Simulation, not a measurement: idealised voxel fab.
process module | voxel capacitor over wiring
cross-section cut | 160 nm wide | cells 5 nm
A cross-section is a grid of square cells, given in bands from the top down. A band is one or more rows of cells.
Each band's line starts with the height of the band's top and of its bottom, in nm. Then come its materials from left to right, each with its width in nm. One material with "throughout" fills the band from edge to edge. "air" is empty space.
Height 0 is the level under which the wafer as received is all one material. The lowest band goes on downwards, as in "0 down".
A width such as "30 to 40" changes by the same amount from each row of cells to the next, from the band's top row to its bottom row.
"no change" after a step means that no cell of the cross-section changed.
closed voids: empty space of 8 cells or more with no open way to the top, each as width x height at its distance from the left edge, in nm
after a step's settings: what the simulator itself notes on the step
overlay nm, on a step with a mask: how far to the right of its planned place the mask lay; to the left if negative
plan
1 op RECEIVE | material Si
2 op CONFORMAL_DEP | material SiO2 | thk nm 10
3 op DIRECTIONAL_DEP | material TiN | thk nm 5
4 op DIRECTIONAL_DEP | material Ru | thk nm 25
5 op DIRECTIONAL_DEP | material aC | thk nm 10
6 op PATTERN | tone cover | mask id METAL_1 | material resist | width nm 20 | pitch nm 85 | thk nm 30 | overlay nm 0
7 op DIRECTIONAL_ETCH | etch materials aC | depth nm 10
8 op STRIP | etch materials resist
9 op DIRECTIONAL_ETCH | etch materials Ru | depth nm 25
10 op DIRECTIONAL_ETCH | etch materials TiN | depth nm 5
11 op STRIP | etch materials aC
12 op FILL_DEP | material lowk | thk nm 10
13 op CMP | height nm 40
14 op CONFORMAL_DEP | material SiCN | thk nm 5
15 op DIRECTIONAL_DEP | material lowk | thk nm 15
16 op PATTERN | tone open | mask id PLUG_1 | material resist | width nm 15 | thk nm 15 | overlay nm 0
17 op DIRECTIONAL_ETCH | etch materials lowk | depth nm 15
18 op DIRECTIONAL_ETCH | etch materials SiCN | depth nm 5
19 op STRIP | etch materials resist
20 op EPI | material Ru | thk nm 10
21 op EPI | material Ru | thk nm 10
22 op DIRECTIONAL_DEP | material TiN | thk nm 5
23 op DIRECTIONAL_DEP | material HfO2 | thk nm 5
24 op DIRECTIONAL_DEP | material TiN | thk nm 10
25 op PATTERN | tone cover | mask id UPPER_PLATE | material resist | width nm 70 | thk nm 15 | overlay nm 0
26 op DIRECTIONAL_ETCH | etch materials TiN | depth nm 10
27 op DIRECTIONAL_ETCH | etch materials HfO2 | depth nm 5
28 op STRIP | etch materials resist
29 op DIRECTIONAL_DEP | material aC | thk nm 15
30 op PATTERN | tone cover | mask id LOWER_PLATE | material resist | width nm 80 | thk nm 35 | overlay nm 0
31 op DIRECTIONAL_ETCH | etch materials aC | depth nm 15
32 op STRIP | etch materials resist
33 op DIRECTIONAL_ETCH | etch materials TiN | depth nm 5
34 op STRIP | etch materials aC
35 op FILL_DEP | material SiO2 | thk nm 15
36 op CMP | height nm 90
37 op MASKED_ETCH | tone open | mask id PLUG_2 | width nm 15 | etch materials SiO2 | depth nm 10 | overlay nm 0
38 op CONFORMAL_DEP | material TiN | thk nm 5
39 op FILL_DEP | material Ru | thk nm 10
40 op CMP | height nm 90
41 op CONFORMAL_DEP | material SiCN | thk nm 5
first wafer, as planned
as received, after step 1
  0 down: Si throughout
  closed voids: none
after step 2
  10 to 0: SiO2 throughout
  below 0: unchanged
after step 3
  15 to 10: TiN throughout
  below 10: unchanged
after step 4
  40 to 15: Ru throughout
  below 15: unchanged
after step 5
  50 to 40: aC throughout
  below 40: unchanged
after step 6
  80 to 50: air 25 | resist 20 | air 65 | resist 20 | air 30
  below 50: unchanged
after step 7
  70 to 50: air 25 | resist 20 | air 65 | resist 20 | air 30
  50 to 40: air 25 | aC 20 | air 65 | aC 20 | air 30
  below 40: unchanged
after step 8
  50 to 40: air 25 | aC 20 | air 65 | aC 20 | air 30
  below 40: unchanged
after step 9
  50 to 40: air 25 | aC 20 | air 65 | aC 20 | air 30
  40 to 15: air 25 | Ru 20 | air 65 | Ru 20 | air 30
  below 15: unchanged
after step 10
  50 to 40: air 25 | aC 20 | air 65 | aC 20 | air 30
  40 to 15: air 25 | Ru 20 | air 65 | Ru 20 | air 30
  15 to 10: air 25 | TiN 20 | air 65 | TiN 20 | air 30
  below 10: unchanged
after step 11
  40 to 15: air 25 | Ru 20 | air 65 | Ru 20 | air 30
  below 15: unchanged
after step 12
  50 to 40: lowk throughout
  40 to 15: lowk 25 | Ru 20 | lowk 65 | Ru 20 | lowk 30
  15 to 10: lowk 25 | TiN 20 | lowk 65 | TiN 20 | lowk 30
  below 10: unchanged
after step 13
  40 to 15: lowk 25 | Ru 20 | lowk 65 | Ru 20 | lowk 30
  below 15: unchanged
after step 14
  45 to 40: SiCN throughout
  below 40: unchanged
after step 15
  60 to 45: lowk throughout
  below 45: unchanged
after step 16
  75 to 60: resist 30 | air 15 | resist 115
  below 60: unchanged
after step 17
  75 to 60: resist 30 | air 15 | resist 115
  60 to 45: lowk 30 | air 15 | lowk 115
  below 45: unchanged
after step 18
  75 to 60: resist 30 | air 15 | resist 115
  60 to 45: lowk 30 | air 15 | lowk 115
  45 to 40: SiCN 30 | air 15 | SiCN 115
  below 40: unchanged
after step 19
  60 to 45: lowk 30 | air 15 | lowk 115
  below 45: unchanged
after step 20
  60 to 50: lowk 30 | air 15 | lowk 115
  50 to 45: lowk 30 | Ru 15 | lowk 115
  45 to 40: SiCN 30 | Ru 15 | SiCN 115
  below 40: unchanged
after step 21
  60 to 45: lowk 30 | Ru 15 | lowk 115
  below 45: unchanged
after step 22
  65 to 60: TiN throughout
  below 60: unchanged
after step 23
  70 to 65: HfO2 throughout
  below 65: unchanged
after step 24
  80 to 70: TiN throughout
  below 70: unchanged
after step 25
  95 to 80: air 30 | resist 70 | air 60
  below 80: unchanged
after step 26
  95 to 80: air 30 | resist 70 | air 60
  80 to 70: air 30 | TiN 70 | air 60
  below 70: unchanged
after step 27
  95 to 80: air 30 | resist 70 | air 60
  80 to 70: air 30 | TiN 70 | air 60
  70 to 65: air 30 | HfO2 70 | air 60
  below 65: unchanged
after step 28
  80 to 70: air 30 | TiN 70 | air 60
  below 70: unchanged
after step 29
  95 to 80: air 30 | aC 70 | air 60
  80 to 70: aC 30 | TiN 70 | aC 60
  70 to 65: aC 30 | HfO2 70 | aC 60
  below 65: unchanged
after step 30
  130 to 95: air 25 | resist 80 | air 55
  95 to 80: air 25 | resist 5 | aC 70 | resist 5 | air 55
  below 80: unchanged
after step 31
  115 to 95: air 25 | resist 80 | air 55
  95 to 80: air 25 | resist 5 | aC 70 | resist 5 | air 55
  80 to 70: air 25 | aC 5 | TiN 70 | aC 5 | air 55
  70 to 65: air 25 | aC 5 | HfO2 70 | aC 5 | air 55
  below 65: unchanged
after step 32
  95 to 80: air 30 | aC 70 | air 60
  below 80: unchanged
after step 33
  95 to 80: air 30 | aC 70 | air 60
  80 to 70: air 25 | aC 5 | TiN 70 | aC 5 | air 55
  70 to 65: air 25 | aC 5 | HfO2 70 | aC 5 | air 55
  65 to 60: air 25 | TiN 80 | air 55
  below 60: unchanged
after step 34
  80 to 70: air 30 | TiN 70 | air 60
  70 to 65: air 30 | HfO2 70 | air 60
  below 65: unchanged
after step 35
  95 to 80: SiO2 throughout
  80 to 70: SiO2 30 | TiN 70 | SiO2 60
  70 to 65: SiO2 30 | HfO2 70 | SiO2 60
  65 to 60: SiO2 25 | TiN 80 | SiO2 55
  below 60: unchanged
after step 36
  90 to 80: SiO2 throughout
  below 80: unchanged
after step 37
  90 to 80: SiO2 40 | air 15 | SiO2 105
  below 80: unchanged
after step 38
  95 to 90: TiN 45 | air 5 | TiN 110
  90 to 85: SiO2 40 | TiN 5 | air 5 | TiN 5 | SiO2 105
  85 to 80: SiO2 40 | TiN 15 | SiO2 105
  below 80: unchanged
after step 39
  105 to 95: Ru throughout
  95 to 90: TiN 45 | Ru 5 | TiN 110
  90 to 85: SiO2 40 | TiN 5 | Ru 5 | TiN 5 | SiO2 105
  below 85: unchanged
after step 40
  90 to 85: SiO2 40 | TiN 5 | Ru 5 | TiN 5 | SiO2 105
  below 85: unchanged
after step 41
  95 to 90: SiCN throughout
  below 90: unchanged
second wafer: like start, like plan, one mistake. Through step 29 it matches the first wafer
when step 30 should have ended
  130 to 95: air 30 | resist 75 | air 55
  95 to 80: air 30 | aC 70 | resist 5 | air 55
  below 80: unchanged
when step 31 should have ended
  115 to 95: air 30 | resist 75 | air 55
  95 to 80: air 30 | aC 70 | resist 5 | air 55
  80 to 70: air 30 | TiN 70 | aC 5 | air 55
  70 to 65: air 30 | HfO2 70 | aC 5 | air 55
  below 65: unchanged
when step 32 should have ended
  95 to 80: air 30 | aC 70 | air 60
  below 80: unchanged
when step 33 should have ended
  95 to 80: air 30 | aC 70 | air 60
  80 to 70: air 30 | TiN 70 | aC 5 | air 55
  70 to 65: air 30 | HfO2 70 | aC 5 | air 55
  65 to 60: air 30 | TiN 75 | air 55
  below 60: unchanged
when step 34 should have ended
  80 to 70: air 30 | TiN 70 | air 60
  70 to 65: air 30 | HfO2 70 | air 60
  below 65: unchanged
when step 35 should have ended
  95 to 80: SiO2 throughout
  80 to 70: SiO2 30 | TiN 70 | SiO2 60
  70 to 65: SiO2 30 | HfO2 70 | SiO2 60
  65 to 60: SiO2 30 | TiN 75 | SiO2 55
  below 60: unchanged
when step 36 should have ended
  90 to 80: SiO2 throughout
  below 80: unchanged
when step 37 should have ended
  90 to 80: SiO2 40 | air 15 | SiO2 105
  below 80: unchanged
when step 38 should have ended
  95 to 90: TiN 45 | air 5 | TiN 110
  90 to 85: SiO2 40 | TiN 5 | air 5 | TiN 5 | SiO2 105
  85 to 80: SiO2 40 | TiN 15 | SiO2 105
  below 80: unchanged
when step 39 should have ended
  105 to 95: Ru throughout
  95 to 90: TiN 45 | Ru 5 | TiN 110
  90 to 85: SiO2 40 | TiN 5 | Ru 5 | TiN 5 | SiO2 105
  below 85: unchanged
when step 40 should have ended
  90 to 85: SiO2 40 | TiN 5 | Ru 5 | TiN 5 | SiO2 105
  below 85: unchanged
when step 41 should have ended
  95 to 90: SiCN throughout
  below 90: unchanged
what went wrong: step 30 ran as: op PATTERN | tone cover | mask id LOWER_PLATE | material resist | width nm 75 | thk nm 35 | overlay nm 0
at the end the second wafer has, in cells: 1 more of SiO2 | 1 fewer of TiN
